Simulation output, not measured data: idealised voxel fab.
The name of this process module is voxel self aligned contacts.
Cross-section cut: width 205 nm, square cells of 5 nm.
A cross-section in this document is a grid of square cells, and it is written down as bands, the top band listed before the ones below it; a band is made up of one or more rows of cells. Basically the band line says how high the top is and how high the bottom is, in nm, and then what's in it from left to right, every material with its width in nm. Empty space shows up as "air", and if a single material carries "all across" it runs the full band edge to edge. Heights are reckoned from 0. Under this level, the received wafer is all of one material. The bottommost band is open-ended downward, for example "0..down". A width such as "30 to 40" changes by the same amount from each row of cells to the next, from the band's top row to its bottom row. "everything unchanged" after a step means that no cell of the cross-section changed. Entry "Sealed void listing" = empty spaces >= 8 cells with no open way to the top; each as width x height at distance, distance from left edge, all nm. Formally, on a step line, whatever follows the settings is a remark that the simulator itself makes on the step. Steps that use a mask can have "overlay nm" on their line. It says how far the mask sat to the right of where it was meant to be. Negative means to the left.

The planned process steps are enumerated hereunder
| 1 | RECEIVE [material Si] |
| 2 | CONFORMAL_DEP [material SiO2] [thk nm 5] |
| 3 | DIRECTIONAL_DEP [material polySi] [thk nm 20] |
| 4 | DIRECTIONAL_DEP [material SiN] [thk nm 15] |
| 5 | MASKED_ETCH [tone cover] [mask id GATE] [width nm 30] [pitch nm 65] [etch materials SiN] [depth nm 15] [overlay nm 0] |
| 6 | MASKED_ETCH [tone cover] [mask id GATE] [width nm 30] [pitch nm 65] [etch materials polySi] [depth nm 20] [overlay nm 0] |
| 7 | CONFORMAL_DEP [material SiN] [thk nm 5] |
| 8 | DIRECTIONAL_ETCH [etch materials SiN] [depth nm 5] |
| 9 | FILL_DEP [material SiO2] [thk nm 20] |
| 10 | CMP [height nm 50] |
| 11 | DIRECTIONAL_DEP [material aC] [thk nm 10] |
| 12 | PATTERN [tone open] [mask id CONTACT] [material resist] [width nm 45] [thk nm 25] [overlay nm 0] |
| 13 | DIRECTIONAL_ETCH [etch materials aC] [depth nm 10] |
| 14 | STRIP [etch materials resist] |
| 15 | DIRECTIONAL_ETCH [etch materials SiO2] [depth nm 50] |
| 16 | STRIP [etch materials aC] |
| 17 | CONFORMAL_DEP [material TiN] [thk nm 5] |
| 18 | FILL_DEP [material W] [thk nm 10] |
| 19 | CMP [height nm 50] |
| 20 | CONFORMAL_DEP [material SiN] [thk nm 5] |

Wafer at receipt (post step 1), cross-section
* 0..down = Si all across
* Sealed void listing: none

As-planned run: cross-section of the first of two wafers at end of module
* 55..50 = SiN all across
* 50..40 = SiO2 80 nm | TiN 5 to 15 nm | W 35 to 15 nm | TiN 5 to 15 nm | SiO2 80 nm
* 40..25 = SiO2 50 nm | SiN 40 nm | TiN 5 nm | W 15 nm | TiN 5 nm | SiN 40 nm | SiO2 50 nm
* 25..5 = SiO2 50 nm | SiN 5 nm | polySi 30 nm | SiN 5 nm | TiN 5 nm | W 15 nm | TiN 5 nm | SiN 5 nm | polySi 30 nm | SiN 5 nm | SiO2 50 nm
* 5..0 = SiO2 90 nm | TiN 25 nm | SiO2 90 nm
* 0..down = Si all across
* Sealed void listing: none

What the second wafer looks like in cross-section once the module is done. Its start and its plan matched the first wafer's exactly; what differed was one mistake in how it was run
* 55..50 = SiN all across
* 50..45 = SiO2 80 nm | TiN 5 nm | W 35 nm | TiN 5 nm | SiO2 80 nm
* 45..40 = SiO2 80 nm | TiN 45 nm | SiO2 80 nm
* 40..25 = TiN all across
* 25..5 = polySi all across
* 5..0 = SiO2 all across
* 0..down = Si all across
* Sealed void listing: none
In executing the process, a mistake was made relative to the plan: off-plan run, step 4, actual operation and settings DIRECTIONAL_DEP [material TiN] [thk nm 15]
In the final state, the cell counts of the second wafer exceed or fall short of those of the first for the following materials: SiN: 64 fewer | SiO2: 135 fewer | TiN: 107 more | W: 24 fewer | polySi: 116 more
